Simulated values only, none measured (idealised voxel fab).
process module | voxel self aligned contacts
Section cut is 205 nm wide and gridded with 5 nm square cells.
A cross-section in this document is a grid of square cells, and it is written down as bands, the top band listed before the ones below it; a band is made up of one or more rows of cells.
First you get the band's top height and its bottom height, in nm, and then the materials it's made of, left to right, with each width in nm. If you see a single material with "full width", that one covers the band edge to edge. "blank" is empty space.
Note: height 0 marks the level under which the wafer is uniformly one material as received. Lowest band unbounded below, written "from 0 down".
It should be noted that a width expressed as "30 to 40" varies in equal increments from row to row of cells within the band, taking the value of the first number at the top row and that of the second number at the bottom row.
Where a step carries "nothing different", the cross-section came out of it unchanged, cell for cell.
"Entrapped void list" specifies each empty space that is not open to the top and that occupies no fewer than 8 cells, using the form width x height at distance, the distance measured from the left edge and all three quantities in nm.
On a step's line, text after the settings is the simulator commenting on that step.
overlay nm: on a step with a mask, how far right of its planned place the mask lay; negative means left.

[Below is the list of planned process steps]
- 1: RECEIVE (material Si)
- 2: OXIDIZE (depth nm 5)
- 3: DIRECTIONAL_DEP (material polySi; thk nm 20)
- 4: DIRECTIONAL_DEP (material SiN; thk nm 25)
- 5: MASKED_ETCH (tone cover; mask id GATE; width nm 30; pitch nm 65; etch materials SiN; depth nm 25; overlay nm 0)
- 6: MASKED_ETCH (tone cover; mask id GATE; width nm 30; pitch nm 65; etch materials polySi; depth nm 20; overlay nm 0)
- 7: CONFORMAL_DEP (material SiN; thk nm 10)
- 8: DIRECTIONAL_ETCH (etch materials SiN; depth nm 10)
- 9: FILL_DEP (material SiO2; thk nm 20)
- 10: CMP (height nm 55)
- 11: DIRECTIONAL_DEP (material aC; thk nm 15)
- 12: PATTERN (tone open; mask id CONTACT; material resist; width nm 45; thk nm 30; overlay nm 0)
- 13: DIRECTIONAL_ETCH (etch materials aC; depth nm 15)
- 14: STRIP (etch materials resist)
- 15: DIRECTIONAL_ETCH (etch materials SiO2; depth nm 60)
- 16: STRIP (etch materials aC)
- 17: CONFORMAL_DEP (material TiN; thk nm 5)
- 18: FILL_DEP (material Ru; thk nm 5)
- 19: CMP (height nm 55)
- 20: CONFORMAL_DEP (material SiCN; thk nm 5)

[Cross-sectional view of the wafer in its as-received condition, corresponding to the state after step 1]
	from 0 down | Si full width
	Entrapped void list: none

[Wafer at module end, in section. Began as above, planned as above, run with one mistake]
	from 60 to 55 | SiCN full width
	from 55 to 45 | SiO2: 80; TiN: 5 to 20; Ru: 35 to 5; TiN: 5 to 20; SiO2: 80
	from 45 to 20 | SiO2: 45; SiN: 50; TiN: 5; Ru: 5; TiN: 5; SiN: 50; SiO2: 45
	from 20 to 5 | SiO2: 45; SiN: 10; polySi: 30; SiN: 10; TiN: 5; Ru: 5; TiN: 5; SiN: 10; polySi: 30; SiN: 10; SiO2: 45
	from 5 to 0 | SiO2: 45; SiN: 10; polySi: 30; SiN: 10; TiN: 15; SiN: 10; polySi: 30; SiN: 10; SiO2: 45
	from 0 down | Si full width
	Entrapped void list: none
Finding, execution versus plan: step 2 of the plan never got run, it was skipped over
